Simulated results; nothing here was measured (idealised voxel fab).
This is a process module. Its name is voxel released beams.
Cross-sectional view cut (width: 285 nm; square cell size: 5 nm).
Cross-section, as written here: a square-cell grid given band by band from the top down, where a band holds one or more rows of cells. Band: top and bottom heights (nm) first, top before bottom; then materials from left to right, widths in nm. "full width" marks a sole material filling the band edge to edge. "empty" denotes empty space. Height is counted from the level 0, under which the received wafer is composed throughout of one material. The lowest of the bands is not closed at the bottom but continues downward, in the notation "0..down". Graded width ("30->40"): value in top row of band = first number; value in bottom row = second number; row-to-row change constant. Step note "no change" = no cross-section cell changed. If an empty space has no open way to the top and is at least 8 cells in size, "Voids, sealed" lists it, written width x height at distance, where distance is measured from the left edge and every value is in nm. Heads up: the bit after the settings on a step's line is the simulator's remark on that step. overlay nm: mask offset rightward from planned place, masked step; negative means leftward offset.
[Process steps foreseen in the plan]
step 1: RECEIVE | material Si
step 2: CONFORMAL_DEP | material SiN | thk nm 10
step 3: DIRECTIONAL_DEP | material SiO2 | thk nm 10
step 4: MASKED_ETCH | tone open | mask id ANCHOR | width nm 30 | etch materials SiO2 | depth nm 10 | overlay nm 0
step 5: CONFORMAL_DEP | material polySi | thk nm 10
step 6: DIRECTIONAL_DEP | material aC | thk nm 15
step 7: PATTERN | tone cover | mask id BEAM | material resist | width nm 110 | thk nm 30 | overlay nm 0
step 8: DIRECTIONAL_ETCH | etch materials aC | depth nm 15
step 9: STRIP | etch materials resist
step 10: DIRECTIONAL_ETCH | etch materials polySi | depth nm 10
step 11: STRIP | etch materials aC
step 12: STRIP | etch materials SiO2
[First wafer of two (run as planned)]
[As-received state of the wafer in cross-section, equivalent to post-step 1]
* 0..down = Si full width
* Voids, sealed: none
[Cross-section of the wafer subsequent to step 2]
* 10..0 = SiN full width
* Note: structure below 0 unchanged.
[Cross-section of the wafer subsequent to step 3]
* 20..10 = SiO2 full width
* Note: structure below 10 unchanged.
[Cross-section of the wafer subsequent to step 4]
* 20..10 = 90 SiO2 | 30 empty | 165 SiO2
* Note: structure below 10 unchanged.
[Cross-section of the wafer subsequent to step 5]
* 30..20 = 100 polySi | 10 empty | 175 polySi
* 20..10 = 90 SiO2 | 30 polySi | 165 SiO2
* Note: structure below 10 unchanged.
[Cross-section of the wafer subsequent to step 6]
* 45..35 = 100 aC | 10 empty | 175 aC
* 35..30 = aC full width
* 30..20 = 100 polySi | 10 aC | 175 polySi
* Note: structure below 20 unchanged.
[Cross-section of the wafer subsequent to step 7]
* 75..45 = 85 empty | 110 resist | 90 empty
* 45..35 = 100 aC | 10 resist | 175 aC
* Note: structure below 35 unchanged.
[Cross-section of the wafer subsequent to step 8]
* 60..45 = 85 empty | 110 resist | 90 empty
* 45..35 = 85 empty | 15 aC | 10 resist | 85 aC | 90 empty
* 35..30 = 85 empty | 110 aC | 90 empty
* Note: structure below 30 unchanged.
[Cross-section of the wafer subsequent to step 9]
* 45..35 = 85 empty | 15 aC | 10 empty | 85 aC | 90 empty
* Note: structure below 35 unchanged.
[Cross-section of the wafer subsequent to step 10]
* 45..35 = 85 empty | 15 aC | 10 empty | 85 aC | 90 empty
* 35..30 = 85 empty | 110 aC | 90 empty
* 30..20 = 85 empty | 15 polySi | 10 aC | 85 polySi | 90 empty
* Note: structure below 20 unchanged.
[Cross-section of the wafer subsequent to step 11]
* 30..20 = 85 empty | 15 polySi | 10 empty | 85 polySi | 90 empty
* Note: structure below 20 unchanged.
[Cross-section of the wafer subsequent to step 12]
* 30..20 = 85 empty | 15 polySi | 10 empty | 85 polySi | 90 empty
* 20..10 = 90 empty | 30 polySi | 165 empty
* Note: structure below 10 unchanged.
[Wafer two of the pair: same origin, same plan, one error during the run; identical to wafer one up to and including step 2]
Planned end of step 3: second wafer, cross-section: no change
Planned end of step 4: second wafer, cross-section: no change
[Planned end of step 5: second wafer, cross-section]
* 20..10 = polySi full width
* Note: structure below 10 unchanged.
[Planned end of step 6: second wafer, cross-section]
* 35..20 = aC full width
* Note: structure below 20 unchanged.
[Planned end of step 7: second wafer, cross-section]
* 65..35 = 85 empty | 110 resist | 90 empty
* Note: structure below 35 unchanged.
[Planned end of step 8: second wafer, cross-section]
* 50..35 = 85 empty | 110 resist | 90 empty
* 35..20 = 85 empty | 110 aC | 90 empty
* Note: structure below 20 unchanged.
[Planned end of step 9: second wafer, cross-section]
* 35..20 = 85 empty | 110 aC | 90 empty
* Note: structure below 20 unchanged.
[Planned end of step 10: second wafer, cross-section]
* 35..20 = 85 empty | 110 aC | 90 empty
* 20..10 = 85 empty | 110 polySi | 90 empty
* Note: structure below 10 unchanged.
[Planned end of step 11: second wafer, cross-section]
* 20..10 = 85 empty | 110 polySi | 90 empty
* Note: structure below 10 unchanged.
Planned end of step 12: second wafer, cross-section: no change
Deviation noted in wafer processing: step 3 of the plan was excluded from execution and never run
In the final state, the cell counts of the second wafer exceed or fall short of those of the first for the following materials: -8 polySi
